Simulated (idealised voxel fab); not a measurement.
The following is a process module called voxel transistor to metal.
Section cut is 200 nm wide and gridded with 5 nm square cells.
This document writes a cross-section as a grid whose cells are square, and gives it as bands, listed from the top down; one or more rows of cells form a band. Look at the band entry: it leads with the top's height and the bottom's height in nm. Then it lists the materials left to right, with a width in nm for each. The word "all across" on a single material says that material fills the band edge to edge. The word "empty" is empty space. Measure heights from 0. That's the level where, below it, the as-received wafer is all one material. The lowest band is bottomless and extends downward; write it as in "top 0, no bottom". The expression "30..40" gives the width at the extremes of the band, the first number at its top row of cells and the second at its bottom row, with the width changing by equal amounts from each row to the next in between. No cell of the cross-section changed in a step that is given as "stayed the same". The entry titled "Cavities, sealed" provides the empty spaces that have no open way to the top, restricted to those of 8 cells or more. Each is presented as width x height at distance, the distance being measured from the left edge, with all three in nm. The remark found on a step's line after its settings is issued by the simulator itself and pertains to that step. For masked steps, "overlay nm" on the step line gives how far right of plan the mask actually lay; a minus sign means it lay to the left.

Steps in the process plan:
1,RECEIVE, material Si
2,CONFORMAL_DEP, material SiO2, thk nm 5
3,CONFORMAL_DEP, material SiN, thk nm 15
4,PATTERN, tone cover, mask id ACTIVE, material resist, width nm 105, thk nm 15, overlay nm 0
5,DIRECTIONAL_ETCH, etch materials SiN, depth nm 15
6,DIRECTIONAL_ETCH, etch materials SiO2, depth nm 5
7,DIRECTIONAL_ETCH, etch materials Si, depth nm 35
8,STRIP, etch materials resist
9,OXIDIZE, depth nm 5
10,FILL_DEP, material SiO2, thk nm 5
11,CMP, height nm 20
12,SELECTIVE_ETCH, etch materials SiO2, depth nm 15
13,STRIP, etch materials SiN
14,SELECTIVE_ETCH, etch materials SiO2, depth nm 5
15,OXIDIZE, depth nm 5
16,DIRECTIONAL_DEP, material polySi, thk nm 30
17,DIRECTIONAL_DEP, material SiCN, thk nm 15
18,DIRECTIONAL_DEP, material aC, thk nm 15
19,PATTERN, tone cover, mask id GATE, material resist, width nm 15, thk nm 30, overlay nm 0
20,DIRECTIONAL_ETCH, etch materials aC, depth nm 15
21,STRIP, etch materials resist
22,DIRECTIONAL_ETCH, etch materials SiCN, depth nm 25
23,DIRECTIONAL_ETCH, etch materials polySi, depth nm 40
24,STRIP, etch materials aC
25,CONFORMAL_DEP, material SiN, thk nm 10
26,DIRECTIONAL_ETCH, etch materials SiN, depth nm 10
27,DIRECTIONAL_ETCH, etch materials SiO2, depth nm 5
28,DIRECTIONAL_ETCH, etch materials Si, depth nm 10
29,EPI, material pSi, thk nm 15
30,FILL_DEP, material SiO2, thk nm 5
31,CMP, height nm 45
32,DIRECTIONAL_DEP, material SiO2, thk nm 10
33,MASKED_ETCH, tone open, mask id CONTACT, width nm 20, pitch nm 75, etch materials SiO2, depth nm 55, overlay nm 0
34,CONFORMAL_DEP, material TiN, thk nm 5
35,FILL_DEP, material Ru, thk nm 10
36,CMP, height nm 55
37,CONFORMAL_DEP, material SiCN, thk nm 5
38,DIRECTIONAL_DEP, material SiO2, thk nm 20
39,MASKED_ETCH, tone open, mask id METAL_1, width nm 20, pitch nm 75, etch materials SiO2, depth nm 20, overlay nm 0
40,MASKED_ETCH, tone open, mask id METAL_1, width nm 20, pitch nm 75, etch materials SiCN, depth nm 5, overlay nm 0
41,CONFORMAL_DEP, material TiN, thk nm 5
42,FILL_DEP, material Cu, thk nm 5
43,CMP, height nm 80
44,CONFORMAL_DEP, material SiCN, thk nm 5
45,DIRECTIONAL_DEP, material lowk, thk nm 35
46,PATTERN, tone open, mask id METAL_2, material resist, width nm 20, pitch nm 75, thk nm 15, overlay nm 0
47,DIRECTIONAL_ETCH, etch materials lowk, depth nm 20
48,STRIP, etch materials resist
49,MASKED_ETCH, tone open, mask id METAL_2_HOLES, width nm 15, pitch nm 75, etch materials lowk, depth nm 15, overlay nm 0
50,MASKED_ETCH, tone open, mask id METAL_2_HOLES, width nm 15, pitch nm 75, etch materials SiCN, depth nm 5, overlay nm 0
51,CONFORMAL_DEP, material TiN, thk nm 5
52,FILL_DEP, material Ru, thk nm 5
53,CMP, height nm 120
54,CONFORMAL_DEP, material SiN, thk nm 5

First of two wafers - as planned:

Wafer cross-section on receipt, i.e. after step 1:
* top 0, no bottom | Si all across
* Cavities, sealed: none

Cross-section of the wafer subsequent to step 2:
* top 5, bottom 0 | SiO2 all across
* below 0: unchanged

Cross-section of the wafer subsequent to step 3:
* top 20, bottom 5 | SiN all across
* below 5: unchanged

Cross-section of the wafer subsequent to step 4:
* top 35, bottom 20 | 45 empty; 105 resist; 50 empty
* below 20: unchanged

Cross-section of the wafer subsequent to step 5:
* top 35, bottom 20 | 45 empty; 105 resist; 50 empty
* top 20, bottom 5 | 45 empty; 105 SiN; 50 empty
* below 5: unchanged

Cross-section of the wafer subsequent to step 6:
* top 35, bottom 20 | 45 empty; 105 resist; 50 empty
* top 20, bottom 5 | 45 empty; 105 SiN; 50 empty
* top 5, bottom 0 | 45 empty; 105 SiO2; 50 empty
* below 0: unchanged

Cross-section of the wafer subsequent to step 7:
* top 35, bottom 20 | 45 empty; 105 resist; 50 empty
* top 20, bottom 5 | 45 empty; 105 SiN; 50 empty
* top 5, bottom 0 | 45 empty; 105 SiO2; 50 empty
* top 0, bottom -35 | 45 empty; 105 Si; 50 empty
* below -35: unchanged

Cross-section of the wafer subsequent to step 8:
* top 20, bottom 5 | 45 empty; 105 SiN; 50 empty
* below 5: unchanged

Cross-section of the wafer subsequent to step 9:
* top 20, bottom 5 | 45 empty; 105 SiN; 50 empty
* top 5, bottom 0 | 45 empty; 105 SiO2; 50 empty
* top 0, bottom -35 | 45 empty; 5 SiO2; 95 Si; 5 SiO2; 50 empty
* top -35, bottom -40 | 50 SiO2; 95 Si; 55 SiO2
* below -40: unchanged

Cross-section of the wafer subsequent to step 10:
* top 25, bottom 20 | SiO2 all across
* top 20, bottom 5 | 45 SiO2; 105 SiN; 50 SiO2
* top 5, bottom 0 | SiO2 all across
* top 0, bottom -40 | 50 SiO2; 95 Si; 55 SiO2
* below -40: unchanged

Cross-section of the wafer subsequent to step 11:
* top 20, bottom 5 | 45 SiO2; 105 SiN; 50 SiO2
* below 5: unchanged

Cross-section of the wafer subsequent to step 12:
* top 20, bottom 5 | 45 empty; 105 SiN; 50 empty
* below 5: unchanged

Cross-section of the wafer subsequent to step 13:
* top 5, bottom 0 | SiO2 all across
* below 0: unchanged

Cross-section of the wafer subsequent to step 14:
* top 0, bottom -40 | 50 SiO2; 95 Si; 55 SiO2
* below -40: unchanged

Cross-section of the wafer subsequent to step 15:
* top 0, bottom -5 | SiO2 all across
* below -5: unchanged

Cross-section of the wafer subsequent to step 16:
* top 30, bottom 0 | polySi all across
* below 0: unchanged

Cross-section of the wafer subsequent to step 17:
* top 45, bottom 30 | SiCN all across
* below 30: unchanged

Cross-section of the wafer subsequent to step 18:
* top 60, bottom 45 | aC all across
* below 45: unchanged

Cross-section of the wafer subsequent to step 19:
* top 90, bottom 60 | 90 empty; 15 resist; 95 empty
* below 60: unchanged

Cross-section of the wafer subsequent to step 20:
* top 75, bottom 60 | 90 empty; 15 resist; 95 empty
* top 60, bottom 45 | 90 empty; 15 aC; 95 empty
* below 45: unchanged

Cross-section of the wafer subsequent to step 21:
* top 60, bottom 45 | 90 empty; 15 aC; 95 empty
* below 45: unchanged

Cross-section of the wafer subsequent to step 22:
* top 60, bottom 45 | 90 empty; 15 aC; 95 empty
* top 45, bottom 30 | 90 empty; 15 SiCN; 95 empty
* below 30: unchanged

Cross-section of the wafer subsequent to step 23:
* top 60, bottom 45 | 90 empty; 15 aC; 95 empty
* top 45, bottom 30 | 90 empty; 15 SiCN; 95 empty
* top 30, bottom 0 | 90 empty; 15 polySi; 95 empty
* below 0: unchanged

Cross-section of the wafer subsequent to step 24:
* top 45, bottom 30 | 90 empty; 15 SiCN; 95 empty
* below 30: unchanged

Cross-section of the wafer subsequent to step 25:
* top 55, bottom 45 | 80 empty; 35 SiN; 85 empty
* top 45, bottom 30 | 80 empty; 10 SiN; 15 SiCN; 10 SiN; 85 empty
* top 30, bottom 10 | 80 empty; 10 SiN; 15 polySi; 10 SiN; 85 empty
* top 10, bottom 0 | 90 SiN; 15 polySi; 95 SiN
* below 0: unchanged

Cross-section of the wafer subsequent to step 26:
* top 45, bottom 30 | 80 empty; 10 SiN; 15 SiCN; 10 SiN; 85 empty
* top 30, bottom 0 | 80 empty; 10 SiN; 15 polySi; 10 SiN; 85 empty
* below 0: unchanged

Cross-section of the wafer subsequent to step 27:
* top 45, bottom 30 | 80 empty; 10 SiN; 15 SiCN; 10 SiN; 85 empty
* top 30, bottom 0 | 80 empty; 10 SiN; 15 polySi; 10 SiN; 85 empty
* top 0, bottom -5 | 80 empty; 35 SiO2; 85 empty
* below -5: unchanged

Cross-section of the wafer subsequent to step 28:
* top 45, bottom 30 | 80 empty; 10 SiN; 15 SiCN; 10 SiN; 85 empty
* top 30, bottom 0 | 80 empty; 10 SiN; 15 polySi; 10 SiN; 85 empty
* top 0, bottom -5 | 80 empty; 35 SiO2; 85 empty
* top -5, bottom -15 | 50 SiO2; 30 empty; 35 Si; 30 empty; 55 SiO2
* below -15: unchanged

Cross-section of the wafer subsequent to step 29:
* top 45, bottom 30 | 80 empty; 10 SiN; 15 SiCN; 10 SiN; 85 empty
* top 30, bottom 10 | 80 empty; 10 SiN; 15 polySi; 10 SiN; 85 empty
* top 10, bottom 0 | 65 empty; 15 pSi; 10 SiN; 15 polySi; 10 SiN; 15 pSi; 70 empty
* top 0, bottom -5 | 45 empty; 35 pSi; 35 SiO2; 35 pSi; 50 empty
* top -5, bottom -15 | 50 SiO2; 30 pSi; 35 Si; 30 pSi; 55 SiO2
* below -15: unchanged

Cross-section of the wafer subsequent to step 30:
* top 50, bottom 45 | SiO2 all across
* top 45, bottom 30 | 80 SiO2; 10 SiN; 15 SiCN; 10 SiN; 85 SiO2
* top 30, bottom 10 | 80 SiO2; 10 SiN; 15 polySi; 10 SiN; 85 SiO2
* top 10, bottom 0 | 65 SiO2; 15 pSi; 10 SiN; 15 polySi; 10 SiN; 15 pSi; 70 SiO2
* top 0, bottom -5 | 45 SiO2; 35 pSi; 35 SiO2; 35 pSi; 50 SiO2
* below -5: unchanged

Cross-section of the wafer subsequent to step 31:
* top 45, bottom 30 | 80 SiO2; 10 SiN; 15 SiCN; 10 SiN; 85 SiO2
* below 30: unchanged

Cross-section of the wafer subsequent to step 32:
* top 55, bottom 45 | SiO2 all across
* below 45: unchanged

Cross-section of the wafer subsequent to step 33:
* top 55, bottom 45 | 50 SiO2; 20 empty; 55 SiO2; 20 empty; 55 SiO2
* top 45, bottom 30 | 50 SiO2; 20 empty; 10 SiO2; 10 SiN; 15 SiCN; 10 SiN; 10 SiO2; 20 empty; 55 SiO2
* top 30, bottom 10 | 50 SiO2; 20 empty; 10 SiO2; 10 SiN; 15 polySi; 10 SiN; 10 SiO2; 20 empty; 55 SiO2
* top 10, bottom 0 | 50 SiO2; 15 empty; 15 pSi; 10 SiN; 15 polySi; 10 SiN; 15 pSi; 15 empty; 55 SiO2
* below 0: unchanged

Cross-section of the wafer subsequent to step 34:
* top 60, bottom 55 | 55 TiN; 10 empty; 65 TiN; 10 empty; 60 TiN
* top 55, bottom 45 | 50 SiO2; 5 TiN; 10 empty; 5 TiN; 55 SiO2; 5 TiN; 10 empty; 5 TiN; 55 SiO2
* top 45, bottom 30 | 50 SiO2; 5 TiN; 10 empty; 5 TiN; 10 SiO2; 10 SiN; 15 SiCN; 10 SiN; 10 SiO2; 5 TiN; 10 empty; 5 TiN; 55 SiO2
* top 30, bottom 15 | 50 SiO2; 5 TiN; 10 empty; 5 TiN; 10 SiO2; 10 SiN; 15 polySi; 10 SiN; 10 SiO2; 5 TiN; 10 empty; 5 TiN; 55 SiO2
* top 15, bottom 10 | 50 SiO2; 5 TiN; 5 empty; 10 TiN; 10 SiO2; 10 SiN; 15 polySi; 10 SiN; 10 SiO2; 10 TiN; 5 empty; 5 TiN; 55 SiO2
* top 10, bottom 5 | 50 SiO2; 5 TiN; 5 empty; 5 TiN; 15 pSi; 10 SiN; 15 polySi; 10 SiN; 15 pSi; 5 TiN; 5 empty; 5 TiN; 55 SiO2
* top 5, bottom 0 | 50 SiO2; 15 TiN; 15 pSi; 10 SiN; 15 polySi; 10 SiN; 15 pSi; 15 TiN; 55 SiO2
* below 0: unchanged

Cross-section of the wafer subsequent to step 35:
* top 70, bottom 60 | Ru all across
* top 60, bottom 55 | 55 TiN; 10 Ru; 65 TiN; 10 Ru; 60 TiN
* top 55, bottom 45 | 50 SiO2; 5 TiN; 10 Ru; 5 TiN; 55 SiO2; 5 TiN; 10 Ru; 5 TiN; 55 SiO2
* top 45, bottom 30 | 50 SiO2; 5 TiN; 10 Ru; 5 TiN; 10 SiO2; 10 SiN; 15 SiCN; 10 SiN; 10 SiO2; 5 TiN; 10 Ru; 5 TiN; 55 SiO2
* top 30, bottom 15 | 50 SiO2; 5 TiN; 10 Ru; 5 TiN; 10 SiO2; 10 SiN; 15 polySi; 10 SiN; 10 SiO2; 5 TiN; 10 Ru; 5 TiN; 55 SiO2
* top 15, bottom 10 | 50 SiO2; 5 TiN; 5 Ru; 10 TiN; 10 SiO2; 10 SiN; 15 polySi; 10 SiN; 10 SiO2; 10 TiN; 5 Ru; 5 TiN; 55 SiO2
* top 10, bottom 5 | 50 SiO2; 5 TiN; 5 Ru; 5 TiN; 15 pSi; 10 SiN; 15 polySi; 10 SiN; 15 pSi; 5 TiN; 5 Ru; 5 TiN; 55 SiO2
* below 5: unchanged

Cross-section of the wafer subsequent to step 36:
* top 55, bottom 45 | 50 SiO2; 5 TiN; 10 Ru; 5 TiN; 55 SiO2; 5 TiN; 10 Ru; 5 TiN; 55 SiO2
* below 45: unchanged

Cross-section of the wafer subsequent to step 37:
* top 60, bottom 55 | SiCN all across
* below 55: unchanged

Cross-section of the wafer subsequent to step 38:
* top 80, bottom 60 | SiO2 all across
* below 60: unchanged

Cross-section of the wafer subsequent to step 39:
* top 80, bottom 60 | 50 SiO2; 20 empty; 55 SiO2; 20 empty; 55 SiO2
* below 60: unchanged

Cross-section of the wafer subsequent to step 40:
* top 80, bottom 60 | 50 SiO2; 20 empty; 55 SiO2; 20 empty; 55 SiO2
* top 60, bottom 55 | 50 SiCN; 20 empty; 55 SiCN; 20 empty; 55 SiCN
* below 55: unchanged

Cross-section of the wafer subsequent to step 41:
* top 85, bottom 80 | 55 TiN; 10 empty; 65 TiN; 10 empty; 60 TiN
* top 80, bottom 60 | 50 SiO2; 5 TiN; 10 empty; 5 TiN; 55 SiO2; 5 TiN; 10 empty; 5 TiN; 55 SiO2
* top 60, bottom 55 | 50 SiCN; 20 TiN; 55 SiCN; 20 TiN; 55 SiCN
* below 55: unchanged

Cross-section of the wafer subsequent to step 42:
* top 90, bottom 85 | Cu all across
* top 85, bottom 80 | 55 TiN; 10 Cu; 65 TiN; 10 Cu; 60 TiN
* top 80, bottom 60 | 50 SiO2; 5 TiN; 10 Cu; 5 TiN; 55 SiO2; 5 TiN; 10 Cu; 5 TiN; 55 SiO2
* below 60: unchanged

Cross-section of the wafer subsequent to step 43:
* top 80, bottom 60 | 50 SiO2; 5 TiN; 10 Cu; 5 TiN; 55 SiO2; 5 TiN; 10 Cu; 5 TiN; 55 SiO2
* below 60: unchanged

Cross-section of the wafer subsequent to step 44:
* top 85, bottom 80 | SiCN all across
* below 80: unchanged

Cross-section of the wafer subsequent to step 45:
* top 120, bottom 85 | lowk all across
* below 85: unchanged

Cross-section of the wafer subsequent to step 46:
* top 135, bottom 120 | 50 resist; 20 empty; 55 resist; 20 empty; 55 resist
* below 120: unchanged

Cross-section of the wafer subsequent to step 47:
* top 135, bottom 120 | 50 resist; 20 empty; 55 resist; 20 empty; 55 resist
* top 120, bottom 100 | 50 lowk; 20 empty; 55 lowk; 20 empty; 55 lowk
* below 100: unchanged

Cross-section of the wafer subsequent to step 48:
* top 120, bottom 100 | 50 lowk; 20 empty; 55 lowk; 20 empty; 55 lowk
* below 100: unchanged

Cross-section of the wafer subsequent to step 49:
* top 120, bottom 100 | 50 lowk; 20 empty; 55 lowk; 20 empty; 55 lowk
* top 100, bottom 85 | 50 lowk; 15 empty; 60 lowk; 15 empty; 60 lowk
* below 85: unchanged

Cross-section of the wafer subsequent to step 50:
* top 120, bottom 100 | 50 lowk; 20 empty; 55 lowk; 20 empty; 55 lowk
* top 100, bottom 85 | 50 lowk; 15 empty; 60 lowk; 15 empty; 60 lowk
* top 85, bottom 80 | 50 SiCN; 15 empty; 60 SiCN; 15 empty; 60 SiCN
* below 80: unchanged

Cross-section of the wafer subsequent to step 51:
* top 125, bottom 120 | 55 TiN; 10 empty; 65 TiN; 10 empty; 60 TiN
* top 120, bottom 105 | 50 lowk; 5 TiN; 10 empty; 5 TiN; 55 lowk; 5 TiN; 10 empty; 5 TiN; 55 lowk
* top 105, bottom 100 | 50 lowk; 5 TiN; 5 empty; 10 TiN; 55 lowk; 5 TiN; 5 empty; 10 TiN; 55 lowk
* top 100, bottom 85 | 50 lowk; 5 TiN; 5 empty; 5 TiN; 60 lowk; 5 TiN; 5 empty; 5 TiN; 60 lowk
* top 85, bottom 80 | 50 SiCN; 15 TiN; 60 SiCN; 15 TiN; 60 SiCN
* below 80: unchanged

Cross-section of the wafer subsequent to step 52:
* top 130, bottom 125 | Ru all across
* top 125, bottom 120 | 55 TiN; 10 Ru; 65 TiN; 10 Ru; 60 TiN
* top 120, bottom 105 | 50 lowk; 5 TiN; 10 Ru; 5 TiN; 55 lowk; 5 TiN; 10 Ru; 5 TiN; 55 lowk
* top 105, bottom 100 | 50 lowk; 5 TiN; 5 Ru; 10 TiN; 55 lowk; 5 TiN; 5 Ru; 10 TiN; 55 lowk
* top 100, bottom 85 | 50 lowk; 5 TiN; 5 Ru; 5 TiN; 60 lowk; 5 TiN; 5 Ru; 5 TiN; 60 lowk
* below 85: unchanged

Cross-section of the wafer subsequent to step 53:
* top 120, bottom 105 | 50 lowk; 5 TiN; 10 Ru; 5 TiN; 55 lowk; 5 TiN; 10 Ru; 5 TiN; 55 lowk
* below 105: unchanged

Cross-section of the wafer subsequent to step 54:
* top 125, bottom 120 | SiN all across
* below 120: unchanged

Wafer two. Identical start, identical plan. One mistake in execution. Identical history through step 16:

Second wafer, cut view, end of step 17 per plan:
* top 60, bottom 30 | SiCN all across
* below 30: unchanged

Second wafer, cut view, end of step 18 per plan:
* top 75, bottom 60 | aC all across
* below 60: unchanged

Second wafer, cut view, end of step 19 per plan:
* top 105, bottom 75 | 90 empty; 15 resist; 95 empty
* below 75: unchanged

Second wafer, cut view, end of step 20 per plan:
* top 90, bottom 75 | 90 empty; 15 resist; 95 empty
* top 75, bottom 60 | 90 empty; 15 aC; 95 empty
* below 60: unchanged

Second wafer, cut view, end of step 21 per plan:
* top 75, bottom 60 | 90 empty; 15 aC; 95 empty
* below 60: unchanged

Second wafer, cut view, end of step 22 per plan:
* top 75, bottom 60 | 90 empty; 15 aC; 95 empty
* top 60, bottom 35 | 90 empty; 15 SiCN; 95 empty
* below 35: unchanged

Second wafer, cut view, end of step 23 per plan: stayed the same

Second wafer, cut view, end of step 24 per plan:
* top 60, bottom 35 | 90 empty; 15 SiCN; 95 empty
* below 35: unchanged

Second wafer, cut view, end of step 25 per plan:
* top 70, bottom 60 | 80 empty; 35 SiN; 85 empty
* top 60, bottom 45 | 80 empty; 10 SiN; 15 SiCN; 10 SiN; 85 empty
* top 45, bottom 35 | 90 SiN; 15 SiCN; 95 SiN
* below 35: unchanged

Second wafer, cut view, end of step 26 per plan:
* top 60, bottom 35 | 80 empty; 10 SiN; 15 SiCN; 10 SiN; 85 empty
* below 35: unchanged

Second wafer, cut view, end of step 27 per plan: stayed the same

Second wafer, cut view, end of step 28 per plan: stayed the same

Second wafer, cut view, end of step 29 per plan: stayed the same

Second wafer, cut view, end of step 30 per plan:
* top 65, bottom 60 | SiO2 all across
* top 60, bottom 35 | 80 SiO2; 10 SiN; 15 SiCN; 10 SiN; 85 SiO2
* below 35: unchanged

Second wafer, cut view, end of step 31 per plan:
* top 45, bottom 35 | 80 SiO2; 10 SiN; 15 SiCN; 10 SiN; 85 SiO2
* below 35: unchanged

Second wafer, cut view, end of step 32 per plan:
* top 55, bottom 45 | SiO2 all across
* below 45: unchanged

Second wafer, cut view, end of step 33 per plan:
* top 55, bottom 45 | 50 SiO2; 20 empty; 55 SiO2; 20 empty; 55 SiO2
* top 45, bottom 35 | 50 SiO2; 20 empty; 10 SiO2; 10 SiN; 15 SiCN; 10 SiN; 10 SiO2; 20 empty; 55 SiO2
* below 35: unchanged

Second wafer, cut view, end of step 34 per plan:
* top 60, bottom 55 | 55 TiN; 10 empty; 65 TiN; 10 empty; 60 TiN
* top 55, bottom 45 | 50 SiO2; 5 TiN; 10 empty; 5 TiN; 55 SiO2; 5 TiN; 10 empty; 5 TiN; 55 SiO2
* top 45, bottom 40 | 50 SiO2; 5 TiN; 10 empty; 5 TiN; 10 SiO2; 10 SiN; 15 SiCN; 10 SiN; 10 SiO2; 5 TiN; 10 empty; 5 TiN; 55 SiO2
* top 40, bottom 35 | 50 SiO2; 20 TiN; 10 SiO2; 10 SiN; 15 SiCN; 10 SiN; 10 SiO2; 20 TiN; 55 SiO2
* below 35: unchanged

Second wafer, cut view, end of step 35 per plan:
* top 70, bottom 60 | Ru all across
* top 60, bottom 55 | 55 TiN; 10 Ru; 65 TiN; 10 Ru; 60 TiN
* top 55, bottom 45 | 50 SiO2; 5 TiN; 10 Ru; 5 TiN; 55 SiO2; 5 TiN; 10 Ru; 5 TiN; 55 SiO2
* top 45, bottom 40 | 50 SiO2; 5 TiN; 10 Ru; 5 TiN; 10 SiO2; 10 SiN; 15 SiCN; 10 SiN; 10 SiO2; 5 TiN; 10 Ru; 5 TiN; 55 SiO2
* below 40: unchanged

Second wafer, cut view, end of step 36 per plan:
* top 55, bottom 45 | 50 SiO2; 5 TiN; 10 Ru; 5 TiN; 55 SiO2; 5 TiN; 10 Ru; 5 TiN; 55 SiO2
* below 45: unchanged

Second wafer, cut view, end of step 37 per plan:
* top 60, bottom 55 | SiCN all across
* below 55: unchanged

Second wafer, cut view, end of step 38 per plan:
* top 80, bottom 60 | SiO2 all across
* below 60: unchanged

Second wafer, cut view, end of step 39 per plan:
* top 80, bottom 60 | 50 SiO2; 20 empty; 55 SiO2; 20 empty; 55 SiO2
* below 60: unchanged

Second wafer, cut view, end of step 40 per plan:
* top 80, bottom 60 | 50 SiO2; 20 empty; 55 SiO2; 20 empty; 55 SiO2
* top 60, bottom 55 | 50 SiCN; 20 empty; 55 SiCN; 20 empty; 55 SiCN
* below 55: unchanged

Second wafer, cut view, end of step 41 per plan:
* top 85, bottom 80 | 55 TiN; 10 empty; 65 TiN; 10 empty; 60 TiN
* top 80, bottom 60 | 50 SiO2; 5 TiN; 10 empty; 5 TiN; 55 SiO2; 5 TiN; 10 empty; 5 TiN; 55 SiO2
* top 60, bottom 55 | 50 SiCN; 20 TiN; 55 SiCN; 20 TiN; 55 SiCN
* below 55: unchanged

Second wafer, cut view, end of step 42 per plan:
* top 90, bottom 85 | Cu all across
* top 85, bottom 80 | 55 TiN; 10 Cu; 65 TiN; 10 Cu; 60 TiN
* top 80, bottom 60 | 50 SiO2; 5 TiN; 10 Cu; 5 TiN; 55 SiO2; 5 TiN; 10 Cu; 5 TiN; 55 SiO2
* below 60: unchanged

Second wafer, cut view, end of step 43 per plan:
* top 80, bottom 60 | 50 SiO2; 5 TiN; 10 Cu; 5 TiN; 55 SiO2; 5 TiN; 10 Cu; 5 TiN; 55 SiO2
* below 60: unchanged

Second wafer, cut view, end of step 44 per plan:
* top 85, bottom 80 | SiCN all across
* below 80: unchanged

Second wafer, cut view, end of step 45 per plan:
* top 120, bottom 85 | lowk all across
* below 85: unchanged

Second wafer, cut view, end of step 46 per plan:
* top 135, bottom 120 | 50 resist; 20 empty; 55 resist; 20 empty; 55 resist
* below 120: unchanged

Second wafer, cut view, end of step 47 per plan:
* top 135, bottom 120 | 50 resist; 20 empty; 55 resist; 20 empty; 55 resist
* top 120, bottom 100 | 50 lowk; 20 empty; 55 lowk; 20 empty; 55 lowk
* below 100: unchanged

Second wafer, cut view, end of step 48 per plan:
* top 120, bottom 100 | 50 lowk; 20 empty; 55 lowk; 20 empty; 55 lowk
* below 100: unchanged

Second wafer, cut view, end of step 49 per plan:
* top 120, bottom 100 | 50 lowk; 20 empty; 55 lowk; 20 empty; 55 lowk
* top 100, bottom 85 | 50 lowk; 15 empty; 60 lowk; 15 empty; 60 lowk
* below 85: unchanged

Second wafer, cut view, end of step 50 per plan:
* top 120, bottom 100 | 50 lowk; 20 empty; 55 lowk; 20 empty; 55 lowk
* top 100, bottom 85 | 50 lowk; 15 empty; 60 lowk; 15 empty; 60 lowk
* top 85, bottom 80 | 50 SiCN; 15 empty; 60 SiCN; 15 empty; 60 SiCN
* below 80: unchanged

Second wafer, cut view, end of step 51 per plan:
* top 125, bottom 120 | 55 TiN; 10 empty; 65 TiN; 10 empty; 60 TiN
* top 120, bottom 105 | 50 lowk; 5 TiN; 10 empty; 5 TiN; 55 lowk; 5 TiN; 10 empty; 5 TiN; 55 lowk
* top 105, bottom 100 | 50 lowk; 5 TiN; 5 empty; 10 TiN; 55 lowk; 5 TiN; 5 empty; 10 TiN; 55 lowk
* top 100, bottom 85 | 50 lowk; 5 TiN; 5 empty; 5 TiN; 60 lowk; 5 TiN; 5 empty; 5 TiN; 60 lowk
* top 85, bottom 80 | 50 SiCN; 15 TiN; 60 SiCN; 15 TiN; 60 SiCN
* below 80: unchanged

Second wafer, cut view, end of step 52 per plan:
* top 130, bottom 125 | Ru all across
* top 125, bottom 120 | 55 TiN; 10 Ru; 65 TiN; 10 Ru; 60 TiN
* top 120, bottom 105 | 50 lowk; 5 TiN; 10 Ru; 5 TiN; 55 lowk; 5 TiN; 10 Ru; 5 TiN; 55 lowk
* top 105, bottom 100 | 50 lowk; 5 TiN; 5 Ru; 10 TiN; 55 lowk; 5 TiN; 5 Ru; 10 TiN; 55 lowk
* top 100, bottom 85 | 50 lowk; 5 TiN; 5 Ru; 5 TiN; 60 lowk; 5 TiN; 5 Ru; 5 TiN; 60 lowk
* below 85: unchanged

Second wafer, cut view, end of step 53 per plan:
* top 120, bottom 105 | 50 lowk; 5 TiN; 10 Ru; 5 TiN; 55 lowk; 5 TiN; 10 Ru; 5 TiN; 55 lowk
* below 105: unchanged

Second wafer, cut view, end of step 54 per plan:
* top 125, bottom 120 | SiN all across
* below 120: unchanged
The mistake made against the process plan was this: step 17 was run twice
Final difference in cells, second wafer against first, listed per material as more or fewer: -24 Ru | +24 Si | +37 SiCN | -28 SiN | -153 SiO2 | -28 TiN | -50 pSi | +222 polySi
